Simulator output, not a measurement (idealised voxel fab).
The process module that follows is named voxel spacer lines.
Cross-section cut spans 180 nm and uses square cells 5 nm in size.
Cross-section format: a grid of square cells, given as bands from top to bottom; each band is one or more rows of cells.
Basically the band line says how high the top is and how high the bottom is, in nm, and then what's in it from left to right, every material with its width in nm. Empty space shows up as "empty", and if a single material carries "all across" it runs the full band edge to edge.
Ref level 0: as-received wafer is one material below here. Bottom band extends down with no lower bound ("top 0, no bottom").
Read "30..40" as a graded width: first number on top, second number at the bottom, same change between each pair of neighbouring rows.
"nothing got changed", as given for a step, is the statement that not any cell of the cross-section underwent a change during that step.
Entry "Sealed internal voids". Content: empty spaces with no open connection to the top, size 8 cells or greater. Each: width x height at distance. Distance: from left edge. Unit: nm.
What comes after the settings on a step's line is commentary from the simulator itself on that step.
You can add "overlay nm" to a step's line. For a step with a mask, it describes how far the mask lay to the right of its planned position, and a negative number describes a lay to the left.
## Listed below are the process steps as planned
- 1: RECEIVE | material Si
- 2: CONFORMAL_DEP | material Al2O3 | thk nm 5
- 3: DIRECTIONAL_DEP | material polySi | thk nm 15
- 4: DIRECTIONAL_DEP | material aC | thk nm 20
- 5: PATTERN | tone cover | mask id MANDREL | material resist | width nm 20 | pitch nm 60 | thk nm 25 | overlay nm 0
- 6: DIRECTIONAL_ETCH | etch materials aC | depth nm 20
- 7: STRIP | etch materials resist
- 8: CONFORMAL_DEP | material SiO2 | thk nm 10
- 9: DIRECTIONAL_ETCH | etch materials SiO2 | depth nm 10
- 10: STRIP | etch materials aC
- 11: DIRECTIONAL_ETCH | etch materials polySi | depth nm 15
- 12: STRIP | etch materials SiO2
## So this is the incoming wafer in cross-section - it's already been through step 1
> top 0, no bottom  Si all across
> Sealed internal voids: none
## a wafer at the end: this start, this plan, one mistake
> top 20, bottom 5  empty: 30, polySi: 10, empty: 20, polySi: 10, empty: 20, polySi: 10, empty: 20, polySi: 10, empty: 50
> top 5, bottom 0  Al2O3 all across
> top 0, no bottom  Si all across
> Sealed internal voids: none
Plan not followed: step 5 did not use the planned setting and instead ran as PATTERN | tone cover | mask id MANDREL | material resist | width nm 20 | pitch nm 60 | thk nm 25 | overlay nm -10
